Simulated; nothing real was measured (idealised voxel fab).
This section sets out a process module, namely voxel gate over fins.
FYI the section here is cut, 210 nm wide, cells are 5 nm squares.
In this document a cross-section is written as a grid of square cells. It is given as a series of bands, listed from the top down, and a band is one or more rows of cells. In this notation a band is specified by the heights of its top and bottom, in that order and in nm, after which its materials appear from left to right, each paired with its width in nm. The word "throughout" attached to a single material means that material fills the band from edge to edge; the word "blank" stands for empty space. Where do heights start? At 0: under that level the wafer as delivered is made of one material only. And the lowest band has no floor; it just carries on downward, as in "0..down". You'd read "30->40" like this: the band's top row of cells is as wide as the first number, its bottom row is as wide as the second, and going down, every row changes width by the same amount as the row before did. You'll sometimes find "nothing got changed" written for a step, and that's the way of saying that nowhere in the cross-section did a cell change during that step. In the "Closed cavity list" entry, you get each enclosed empty space of 8 cells or more, one with no open way to the top, written width x height at distance, distance from the left edge, in nm. On each step's line, the part that comes after the settings is the simulator's own comment on the step. Steps that use a mask can have "overlay nm" on their line. It says how far the mask sat to the right of where it was meant to be. Negative means to the left.
## The following list gives the planned process steps
1: RECEIVE with material Si
2: CONFORMAL_DEP with material SiN, thk nm 5
3: DIRECTIONAL_DEP with material aC, thk nm 10
4: PATTERN with tone cover, mask id FINS, material resist, width nm 15, pitch nm 35, thk nm 30, overlay nm 0
5: DIRECTIONAL_ETCH with etch materials aC, depth nm 10
6: STRIP with etch materials resist
7: DIRECTIONAL_ETCH with etch materials SiN, depth nm 5
8: DIRECTIONAL_ETCH with etch materials Si, depth nm 35
9: STRIP with etch materials aC
10: OXIDIZE with depth nm 5
11: FILL_DEP with material SiO2, thk nm 15
12: CMP with height nm 5
13: SELECTIVE_ETCH with etch materials SiO2, depth nm 20
14: STRIP with etch materials SiN
15: CONFORMAL_DEP with material HfO2, thk nm 5
16: CONFORMAL_DEP with material TiN, thk nm 5
17: CONFORMAL_DEP with material TiAl, thk nm 5
18: CONFORMAL_DEP with material TiN, thk nm 5
19: FILL_DEP with material W, thk nm 15
20: CMP with height nm 30
21: CONFORMAL_DEP with material SiN, thk nm 5
varied across the wafers: thk nm of step 17. The plan shows the first wafer's value. All wafers start alike
## Cross-section of the first of several received wafers, showing its state after step 1
- 0..down | Si throughout
- Closed cavity list: none
## So in this table every wafer gets its own row, and what you see is where it stands at the end of the module: for each material, how many cells it picked up (+) or gave up (-) since we received it, and after that its closed voids
thk nm 5; +66 HfO2; -304 Si; +42 SiN; +190 SiO2; +66 TiAl; +114 TiN; +120 W; Closed cavity list: none
thk nm 10; +66 HfO2; -304 Si; +42 SiN; +190 SiO2; +114 TiAl; +114 TiN; +72 W; Closed cavity list: none
thk nm 15; +66 HfO2; -304 Si; +42 SiN; +190 SiO2; +162 TiAl; +114 TiN; +24 W; Closed cavity list: none
thk nm 20; +66 HfO2; -304 Si; +42 SiN; +190 SiO2; +210 TiAl; +78 TiN; +12 W; Closed cavity list: none
